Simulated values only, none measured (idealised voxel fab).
A process module follows: voxel air gaps.
It is cross-section cut that appears here, measuring 270 nm in width, its square cells being 5 nm in size.
In what follows, cross-sections appear as grids of square cells, described through bands that run from the top down, where every band is one or more rows of cells.
Each band's line starts with the height of the band's top and of its bottom, in nm. Then come its materials from left to right, each with its width in nm. One material with "everywhere" fills the band from edge to edge. "blank" is empty space.
Counting heights begins at 0, where everything beneath is, in the wafer as received, one material. The lowest band has no bottom; it goes on downwards, as "0 down" shows.
Read "30 to 40" as a graded width: first number on top, second number at the bottom, same change between each pair of neighbouring rows.
Given "changes: none" for a step, no cell of the cross-section differs between before and after that step.
"Sealed void inventory" lists enclosed empty spaces (at least 8 cells, no open path upward to the top), each as width x height at distance from the left edge, in nm.
Note: text after step settings on the step line = simulator remark on that step.
The "overlay nm" setting may appear on a step's line; for a step that uses a mask, it gives how far to the right of its planned position the mask lay, and a negative value indicates the left.

## So here's the lineup of process steps we planned
1) RECEIVE [material Si]
2) CONFORMAL_DEP [material SiO2] [thk nm 10]
3) CONFORMAL_DEP [material SiN] [thk nm 5]
4) DIRECTIONAL_DEP [material SiO2] [thk nm 35]
5) MASKED_ETCH [tone open] [mask id LINES] [width nm 20] [pitch nm 45] [etch materials SiO2] [depth nm 35] [overlay nm 0]
6) CONFORMAL_DEP [material TiN] [thk nm 5]
7) FILL_DEP [material W] [thk nm 5]
8) CMP [height nm 50]
9) EPI [material Ru] [thk nm 10]
10) SELECTIVE_ETCH [etch materials SiO2] [depth nm 45]
11) CONFORMAL_DEP [material SiCN] [thk nm 5]

## as received, after step 1
  0 down | Si everywhere
  Sealed void inventory: none

## The first of two wafers, cross-sectioned at the end of the module, with the run proceeding as planned
  65 to 60 | blank 40 nm, then SiCN 185 nm, then blank 45 nm
  60 to 50 | blank 40 nm, then SiCN 5 nm, then Ru 40 nm, then SiCN 5 nm, then Ru 40 nm, then SiCN 5 nm, then Ru 40 nm, then SiCN 5 nm, then Ru 40 nm, then SiCN 5 nm, then blank 45 nm
  50 to 45 | blank 40 nm, then SiCN 15 nm, then TiN 5 nm, then W 10 nm, then TiN 5 nm, then SiCN 25 nm, then TiN 5 nm, then W 10 nm, then TiN 5 nm, then SiCN 25 nm, then TiN 5 nm, then W 10 nm, then TiN 5 nm, then SiCN 25 nm, then TiN 5 nm, then W 10 nm, then TiN 5 nm, then SiCN 15 nm, then blank 45 nm
  45 to 20 | blank 50 nm, then SiCN 5 nm, then TiN 5 nm, then W 10 nm, then TiN 5 nm, then SiCN 5 nm, then blank 15 nm, then SiCN 5 nm, then TiN 5 nm, then W 10 nm, then TiN 5 nm, then SiCN 5 nm, then blank 15 nm, then SiCN 5 nm, then TiN 5 nm, then W 10 nm, then TiN 5 nm, then SiCN 5 nm, then blank 15 nm, then SiCN 5 nm, then TiN 5 nm, then W 10 nm, then TiN 5 nm, then SiCN 5 nm, then blank 55 nm
  20 to 15 | SiCN 55 nm, then TiN 20 nm, then SiCN 25 nm, then TiN 20 nm, then SiCN 25 nm, then TiN 20 nm, then SiCN 25 nm, then TiN 20 nm, then SiCN 60 nm
  15 to 10 | SiN everywhere
  10 to 0 | SiO2 everywhere
  0 down | Si everywhere
  Sealed void inventory: 15 x 25 at 80; 15 x 25 at 125; 15 x 25 at 170

## This cross-section belongs to the second wafer of two at the end of the module; the start and the plan were shared with the first, and the run included one mistake
  65 to 60 | blank 40 nm, then SiCN 185 nm, then blank 45 nm
  60 to 50 | blank 40 nm, then SiCN 5 nm, then Ru 40 nm, then SiCN 5 nm, then Ru 40 nm, then SiCN 5 nm, then Ru 40 nm, then SiCN 5 nm, then Ru 40 nm, then SiCN 5 nm, then blank 45 nm
  50 to 20 | blank 40 nm, then SiCN 5 nm, then Ru 10 nm, then TiN 5 nm, then W 10 nm, then TiN 5 nm, then Ru 10 nm, then SiCN 5 nm, then Ru 10 nm, then TiN 5 nm, then W 10 nm, then TiN 5 nm, then Ru 10 nm, then SiCN 5 nm, then Ru 10 nm, then TiN 5 nm, then W 10 nm, then TiN 5 nm, then Ru 10 nm, then SiCN 5 nm, then Ru 10 nm, then TiN 5 nm, then W 10 nm, then TiN 5 nm, then Ru 10 nm, then SiCN 5 nm, then blank 45 nm
  20 to 15 | SiCN 45 nm, then Ru 10 nm, then TiN 20 nm, then Ru 10 nm, then SiCN 5 nm, then Ru 10 nm, then TiN 20 nm, then Ru 10 nm, then SiCN 5 nm, then Ru 10 nm, then TiN 20 nm, then Ru 10 nm, then SiCN 5 nm, then Ru 10 nm, then TiN 20 nm, then Ru 10 nm, then SiCN 50 nm
  15 to 10 | SiN everywhere
  10 to 0 | SiO2 everywhere
  0 down | Si everywhere
  Sealed void inventory: none
The plan and the run diverged here: sequence error: steps 9 and 10 interchanged
Once processing is complete, comparing cell counts shows that the second wafer has more or fewer of certain materials than the first: +112 Ru | -47 SiCN
The closed voids present at the end amount to 3 for the first wafer and 0 for the second wafer.
